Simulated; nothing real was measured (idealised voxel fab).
Title: Process Module voxel transistor to metal
The cross-section shown here is cut; it is 250 nm wide and divided into square cells measuring 5 nm on a side.
Cross-section = grid of square cells, listed top down in bands; band = one or more rows. Top height, bottom height, nm. Materials left to right, width each, nm. Single material + "all across" = fills band edge to edge. "empty" = empty. Measure heights from 0. That's the level where, below it, the as-received wafer is all one material. The lowest band is bottomless and extends downward; write it as in "0..down". Per-row width for "30->40": begins at first number (top row of band), ends at second number (bottom row), increment between rows held constant. Where the words "nothing got changed" appear for a step, the cross-section shows no cell changed by that step; every cell remained as before. "Sealed-off cavities" enumerates empty spaces isolated from the top, with no open way to it, that contain at least 8 cells, giving each as width x height at distance from the left edge, all three in nm. Heads up: the bit after the settings on a step's line is the simulator's remark on that step. overlay nm: mask right of planned place by this much (step with mask). Neg. = left.
SO HERE'S THE LINEUP OF PROCESS STEPS WE PLANNED
1. RECEIVE, material Si
2. OXIDIZE, depth nm 5
3. CONFORMAL_DEP, material SiN, thk nm 15
4. PATTERN, tone cover, mask id ACTIVE, material resist, width nm 100, pitch nm 120, thk nm 15, overlay nm 0
5. DIRECTIONAL_ETCH, etch materials SiN, depth nm 15
6. DIRECTIONAL_ETCH, etch materials SiO2, depth nm 5
7. DIRECTIONAL_ETCH, etch materials Si, depth nm 35
8. STRIP, etch materials resist
9. OXIDIZE, depth nm 5
10. FILL_DEP, material SiO2, thk nm 5
11. CMP, height nm 15
12. SELECTIVE_ETCH, etch materials SiO2, depth nm 15
13. STRIP, etch materials SiN
14. SELECTIVE_ETCH, etch materials SiO2, depth nm 5
15. OXIDIZE, depth nm 5
16. DIRECTIONAL_DEP, material polySi, thk nm 30
17. DIRECTIONAL_DEP, material SiCN, thk nm 10
18. MASKED_ETCH, tone cover, mask id GATE, width nm 20, pitch nm 120, etch materials SiCN, depth nm 20, overlay nm 0
19. MASKED_ETCH, tone cover, mask id GATE, width nm 20, pitch nm 120, etch materials polySi, depth nm 40, overlay nm 0
20. CONFORMAL_DEP, material SiO2, thk nm 5
21. DIRECTIONAL_ETCH, etch materials SiO2, depth nm 5
22. CONFORMAL_DEP, material SiN, thk nm 5
23. DIRECTIONAL_ETCH, etch materials SiN, depth nm 5
24. DIRECTIONAL_ETCH, etch materials SiO2, depth nm 5
25. DIRECTIONAL_ETCH, etch materials Si, depth nm 15
26. EPI, material pSi, thk nm 15
27. FILL_DEP, material SiO2, thk nm 10
28. CMP, height nm 35
29. DIRECTIONAL_DEP, material SiO2, thk nm 15
30. MASKED_ETCH, tone open, mask id CONTACT, width nm 20, etch materials SiO2, depth nm 60, overlay nm 0
31. CONFORMAL_DEP, material TiN, thk nm 5
32. FILL_DEP, material Ru, thk nm 10
33. CMP, height nm 50
34. CONFORMAL_DEP, material SiN, thk nm 5
35. DIRECTIONAL_DEP, material lowk, thk nm 25
36. DIRECTIONAL_DEP, material aC, thk nm 10
37. PATTERN, tone open, mask id METAL_1, material resist, width nm 20, thk nm 25, overlay nm 0
38. DIRECTIONAL_ETCH, etch materials aC, depth nm 10
39. STRIP, etch materials resist
40. DIRECTIONAL_ETCH, etch materials lowk, depth nm 25
41. DIRECTIONAL_ETCH, etch materials SiN, depth nm 5
42. STRIP, etch materials aC
43. CONFORMAL_DEP, material TiN, thk nm 5
44. FILL_DEP, material Cu, thk nm 5
45. CMP, height nm 80
46. CONFORMAL_DEP, material SiCN, thk nm 5
47. DIRECTIONAL_DEP, material lowk, thk nm 25
48. PATTERN, tone open, mask id METAL_2, material resist, width nm 20, pitch nm 120, thk nm 20, overlay nm 0
49. DIRECTIONAL_ETCH, etch materials lowk, depth nm 15
50. STRIP, etch materials resist
51. PATTERN, tone open, mask id METAL_2_HOLES, material resist, width nm 15, pitch nm 120, thk nm 20, overlay nm 0
52. DIRECTIONAL_ETCH, etch materials lowk, depth nm 10
53. DIRECTIONAL_ETCH, etch materials SiCN, depth nm 5
54. STRIP, etch materials resist
55. CONFORMAL_DEP, material TiN, thk nm 5
56. FILL_DEP, material Cu, thk nm 10
57. CMP, height nm 110
58. CONFORMAL_DEP, material SiN, thk nm 5
CROSS-SECTION: WAFER ON ARRIVAL = AFTER STEP 1
- 0..down  Si all across
- Sealed-off cavities: none
RESULT OF THE MODULE, CROSS-SECTIONED: START PER ABOVE, PLAN PER ABOVE, ONE ERROR IN HOW IT WAS RUN
- 115..110  SiN all across
- 110..105  SiCN=20, then TiN=15, then SiCN=105, then TiN=15, then SiCN=95
- 105..80  lowk all across
- 80..55  lowk=20, then TiN=5, then Cu=10, then TiN=5, then lowk=50, then TiN=5, then Cu=10, then TiN=5, then lowk=30, then TiN=5, then Cu=10, then TiN=5, then lowk=50, then TiN=5, then Cu=10, then TiN=5, then lowk=20
- 55..50  SiN=20, then TiN=20, then SiN=50, then TiN=20, then SiN=30, then TiN=20, then SiN=50, then TiN=20, then SiN=20
- 50..35  SiO2=20, then TiN=5, then Ru=10, then TiN=5, then SiO2=50, then TiN=5, then Ru=10, then TiN=5, then SiO2=30, then TiN=5, then Ru=10, then TiN=5, then SiO2=50, then TiN=5, then Ru=10, then TiN=5, then SiO2=20
- 35..25  SiO2=20, then TiN=5, then Ru=10, then TiN=5, then SiO2=5, then SiN=5, then SiO2=5, then SiCN=20, then SiO2=5, then SiN=5, then SiO2=5, then TiN=5, then Ru=10, then TiN=5, then SiO2=30, then TiN=5, then Ru=10, then TiN=5, then SiO2=5, then SiN=5, then SiO2=5, then SiCN=20, then SiO2=5, then SiN=5, then SiO2=5, then TiN=5, then Ru=10, then TiN=5, then SiO2=20
- 25..10  SiO2=20, then TiN=5, then Ru=10, then TiN=5, then SiO2=5, then SiN=5, then SiO2=5, then polySi=20, then SiO2=5, then SiN=5, then SiO2=5, then TiN=5, then Ru=10, then TiN=5, then SiO2=30, then TiN=5, then Ru=10, then TiN=5, then SiO2=5, then SiN=5, then SiO2=5, then polySi=20, then SiO2=5, then SiN=5, then SiO2=5, then TiN=5, then Ru=10, then TiN=5, then SiO2=20
- 10..5  SiO2=20, then TiN=20, then SiO2=5, then SiN=5, then SiO2=5, then polySi=20, then SiO2=5, then SiN=5, then SiO2=5, then TiN=20, then SiO2=30, then TiN=20, then SiO2=5, then SiN=5, then SiO2=5, then polySi=20, then SiO2=5, then SiN=5, then SiO2=5, then TiN=20, then SiO2=20
- 5..-5  SiO2=20, then TiN=10, then pSi=15, then SiN=5, then SiO2=5, then polySi=20, then SiO2=5, then SiN=5, then pSi=15, then TiN=10, then SiO2=30, then TiN=10, then pSi=15, then SiN=5, then SiO2=5, then polySi=20, then SiO2=5, then SiN=5, then pSi=15, then TiN=10, then SiO2=20
- -5..-10  SiO2=20, then TiN=10, then pSi=15, then SiO2=40, then pSi=15, then TiN=10, then SiO2=30, then TiN=10, then pSi=15, then SiO2=40, then pSi=15, then TiN=10, then SiO2=20
- -10..-25  SiO2=20, then pSi=25, then Si=40, then pSi=25, then SiO2=30, then pSi=25, then Si=40, then pSi=25, then SiO2=20
- -25..-45  SiO2=20, then Si=90, then SiO2=30, then Si=90, then SiO2=20
- -45..down  Si all across
- Sealed-off cavities: none
Which mistake was made when the wafer was run? sequence error: steps 46 and 47 interchanged
